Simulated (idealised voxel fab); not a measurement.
The process module that follows is named voxel spacer lines.
Section shown: cut. Width: 210 nm. Cell size: 5 nm, square.
Cross-section layout: square cells on a grid; listed as bands, top to bottom; a band spans one or more cell rows. In this notation a band is specified by the heights of its top and bottom, in that order and in nm, after which its materials appear from left to right, each paired with its width in nm. The word "everywhere" attached to a single material means that material fills the band from edge to edge; the word "air" stands for empty space. Heights are reckoned from 0. Under this level, the received wafer is all of one material. The bottommost band is open-ended downward, for example "0 nm and below". Graded width ("30..40"): value in top row of band = first number; value in bottom row = second number; row-to-row change constant. "nothing was modified" (step): cross-section cells unchanged, all of them. "Enclosed cavities" - sealed voids, min. 8 cells, no opening to top; format: width x height at distance (distance from left edge; nm throughout). The remark found on a step's line after its settings is issued by the simulator itself and pertains to that step. The line of a step may include "overlay nm". On a step with a mask, this value is how far to the right of its planned place the mask lay. A negative value means the mask lay to the left.

Plan:
step 1: RECEIVE | material Si
step 2: CONFORMAL_DEP | material Al2O3 | thk nm 10
step 3: DIRECTIONAL_DEP | material TiN | thk nm 10
step 4: DIRECTIONAL_DEP | material polySi | thk nm 30
step 5: PATTERN | tone cover | mask id MANDREL | material resist | width nm 15 | pitch nm 50 | thk nm 40 | overlay nm 0
step 6: DIRECTIONAL_ETCH | etch materials polySi | depth nm 30
step 7: STRIP | etch materials resist
step 8: CONFORMAL_DEP | material SiO2 | thk nm 10
step 9: DIRECTIONAL_ETCH | etch materials SiO2 | depth nm 10
step 10: STRIP | etch materials polySi
step 11: DIRECTIONAL_ETCH | etch materials TiN | depth nm 10
step 12: STRIP | etch materials SiO2

First of two wafers - as planned:

Cross-section of the wafer upon arrival, representing the state reached after step 1:
0 nm and below | Si everywhere
Enclosed cavities: none

Step 2 done - wafer cross-section:
10 nm to 0 nm | Al2O3 everywhere
Below 0, the layers are the same as they were.

Step 3 done - wafer cross-section:
20 nm to 10 nm | TiN everywhere
Below 10, the layers are the same as they were.

Step 4 done - wafer cross-section:
50 nm to 20 nm | polySi everywhere
Below 20, the layers are the same as they were.

Step 5 done - wafer cross-section:
90 nm to 50 nm | air 45 nm, resist 15 nm, air 35 nm, resist 15 nm, air 35 nm, resist 15 nm, air 50 nm
Below 50, the layers are the same as they were.

Step 6 done - wafer cross-section:
90 nm to 50 nm | air 45 nm, resist 15 nm, air 35 nm, resist 15 nm, air 35 nm, resist 15 nm, air 50 nm
50 nm to 20 nm | air 45 nm, polySi 15 nm, air 35 nm, polySi 15 nm, air 35 nm, polySi 15 nm, air 50 nm
Below 20, the layers are the same as they were.

Step 7 done - wafer cross-section:
50 nm to 20 nm | air 45 nm, polySi 15 nm, air 35 nm, polySi 15 nm, air 35 nm, polySi 15 nm, air 50 nm
Below 20, the layers are the same as they were.

Step 8 done - wafer cross-section:
60 nm to 50 nm | air 35 nm, SiO2 35 nm, air 15 nm, SiO2 35 nm, air 15 nm, SiO2 35 nm, air 40 nm
50 nm to 30 nm | air 35 nm, SiO2 10 nm, polySi 15 nm, SiO2 10 nm, air 15 nm, SiO2 10 nm, polySi 15 nm, SiO2 10 nm, air 15 nm, SiO2 10 nm, polySi 15 nm, SiO2 10 nm, air 40 nm
30 nm to 20 nm | SiO2 45 nm, polySi 15 nm, SiO2 35 nm, polySi 15 nm, SiO2 35 nm, polySi 15 nm, SiO2 50 nm
Below 20, the layers are the same as they were.

Step 9 done - wafer cross-section:
50 nm to 20 nm | air 35 nm, SiO2 10 nm, polySi 15 nm, SiO2 10 nm, air 15 nm, SiO2 10 nm, polySi 15 nm, SiO2 10 nm, air 15 nm, SiO2 10 nm, polySi 15 nm, SiO2 10 nm, air 40 nm
Below 20, the layers are the same as they were.

Step 10 done - wafer cross-section:
50 nm to 20 nm | air 35 nm, SiO2 10 nm, air 15 nm, SiO2 10 nm, air 15 nm, SiO2 10 nm, air 15 nm, SiO2 10 nm, air 15 nm, SiO2 10 nm, air 15 nm, SiO2 10 nm, air 40 nm
Below 20, the layers are the same as they were.

Step 11 done - wafer cross-section:
50 nm to 20 nm | air 35 nm, SiO2 10 nm, air 15 nm, SiO2 10 nm, air 15 nm, SiO2 10 nm, air 15 nm, SiO2 10 nm, air 15 nm, SiO2 10 nm, air 15 nm, SiO2 10 nm, air 40 nm
20 nm to 10 nm | air 35 nm, TiN 10 nm, air 15 nm, TiN 10 nm, air 15 nm, TiN 10 nm, air 15 nm, TiN 10 nm, air 15 nm, TiN 10 nm, air 15 nm, TiN 10 nm, air 40 nm
Below 10, the layers are the same as they were.

Step 12 done - wafer cross-section:
20 nm to 10 nm | air 35 nm, TiN 10 nm, air 15 nm, TiN 10 nm, air 15 nm, TiN 10 nm, air 15 nm, TiN 10 nm, air 15 nm, TiN 10 nm, air 15 nm, TiN 10 nm, air 40 nm
Below 10, the layers are the same as they were.

Regarding the second of the two wafers: it shared the first wafer's starting condition and process plan, yet one error occurred during its execution. Its history coincides with that of the first wafer up to and including step 4:

Cross-section of the second wafer when, according to plan, step 5 should have finished:
90 nm to 50 nm | resist 45 nm, air 15 nm, resist 35 nm, air 15 nm, resist 35 nm, air 15 nm, resist 50 nm
Below 50, the layers are the same as they were.

Cross-section of the second wafer when, according to plan, step 6 should have finished:
90 nm to 50 nm | resist 45 nm, air 15 nm, resist 35 nm, air 15 nm, resist 35 nm, air 15 nm, resist 50 nm
50 nm to 20 nm | polySi 45 nm, air 15 nm, polySi 35 nm, air 15 nm, polySi 35 nm, air 15 nm, polySi 50 nm
Below 20, the layers are the same as they were.

Cross-section of the second wafer when, according to plan, step 7 should have finished:
50 nm to 20 nm | polySi 45 nm, air 15 nm, polySi 35 nm, air 15 nm, polySi 35 nm, air 15 nm, polySi 50 nm
Below 20, the layers are the same as they were.

Cross-section of the second wafer when, according to plan, step 8 should have finished:
60 nm to 50 nm | SiO2 everywhere
50 nm to 20 nm | polySi 45 nm, SiO2 15 nm, polySi 35 nm, SiO2 15 nm, polySi 35 nm, SiO2 15 nm, polySi 50 nm
Below 20, the layers are the same as they were.

Cross-section of the second wafer when, according to plan, step 9 should have finished:
50 nm to 20 nm | polySi 45 nm, SiO2 15 nm, polySi 35 nm, SiO2 15 nm, polySi 35 nm, SiO2 15 nm, polySi 50 nm
Below 20, the layers are the same as they were.

Cross-section of the second wafer when, according to plan, step 10 should have finished:
50 nm to 20 nm | air 45 nm, SiO2 15 nm, air 35 nm, SiO2 15 nm, air 35 nm, SiO2 15 nm, air 50 nm
Below 20, the layers are the same as they were.

Cross-section of the second wafer when, according to plan, step 11 should have finished:
50 nm to 20 nm | air 45 nm, SiO2 15 nm, air 35 nm, SiO2 15 nm, air 35 nm, SiO2 15 nm, air 50 nm
20 nm to 10 nm | air 45 nm, TiN 15 nm, air 35 nm, TiN 15 nm, air 35 nm, TiN 15 nm, air 50 nm
Below 10, the layers are the same as they were.

Cross-section of the second wafer when, according to plan, step 12 should have finished:
20 nm to 10 nm | air 45 nm, TiN 15 nm, air 35 nm, TiN 15 nm, air 35 nm, TiN 15 nm, air 50 nm
Below 10, the layers are the same as they were.
Run error: step 5, actual vs plan mismatch, actual run PATTERN | tone open | mask id MANDREL | material resist | width nm 15 | pitch nm 50 | thk nm 40 | overlay nm 0
In the final state, the cell counts of the second wafer exceed or fall short of those of the first for the following materials: TiN: 6 fewer
